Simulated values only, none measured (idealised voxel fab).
Module name: voxel tone inversion (process module)
Square cells of 5 nm make up the cross-section cut, whose width is 160 nm.
Square cells in a grid make up a cross-section in this document, and the grid is given as bands, listed from the top down, each one or more rows of cells. What a band's entry tells you: where the top is and where the bottom is, as heights in nm, and after that what lies inside, material by material from left to right, each with its width in nm. Empty space is written as the word "air", and a single material marked with the word "throughout" occupies the band from edge to edge. For the purposes of this specification, 0 denotes the height below which the wafer in its as-received condition is composed wholly of one material, and the lowermost band, lacking a lower limit, extends downward without end, as expressed in "0..down". When a width is written as two numbers, as in "30 to 40", the first number is the width in the top row of cells of the band and the second is the width in its bottom row, and the width changes by the same amount from each row to the next. "nothing altered" means the step left every cell of the cross-section as it was. "Completely sealed voids" specifies each empty space that is not open to the top and that occupies no fewer than 8 cells, using the form width x height at distance, the distance measured from the left edge and all three quantities in nm. after a step's settings: what the simulator itself notes on the step. The "overlay nm" setting may appear on a step's line; for a step that uses a mask, it gives how far to the right of its planned position the mask lay, and a negative value indicates the left.

[Set out below are the planned steps of the process]
1) op RECEIVE | material Si
2) op CONFORMAL_DEP | material SiN | thk nm 10
3) op DIRECTIONAL_DEP | material aC | thk nm 15
4) op PATTERN | tone cover | mask id POSTS | material resist | width nm 20 | pitch nm 50 | thk nm 20 | overlay nm 0
5) op DIRECTIONAL_ETCH | etch materials aC | depth nm 15
6) op STRIP | etch materials resist
7) op FILL_DEP | material SiO2 | thk nm 5
8) op CMP | height nm 25
9) op STRIP | etch materials aC

[As received (post step 1): cross-section]
> 0..down | Si throughout
> Completely sealed voids: none

[First of two wafers at the end of the module, shown in cross-section; run carried out as planned]
> 25..10 | SiO2=20 | air=20 | SiO2=30 | air=20 | SiO2=30 | air=20 | SiO2=20
> 10..0 | SiN throughout
> 0..down | Si throughout
> Completely sealed voids: none

[So this is wafer number two of the two, cut at the end of the module - it started where the first did and had the same plan, we just got one thing wrong running it]
> 25..10 | SiO2=15 | air=20 | SiO2=30 | air=20 | SiO2=30 | air=20 | SiO2=25
> 10..0 | SiN throughout
> 0..down | Si throughout
> Completely sealed voids: none
Nonconformance to the process plan: the process deviated at step 4: the operation and settings actually run there were op PATTERN | tone cover | mask id POSTS | material resist | width nm 20 | pitch nm 50 | thk nm 20 | overlay nm -5
At the end, the second wafer has the same number of cells of each material as the first, but those cells sit in other places.
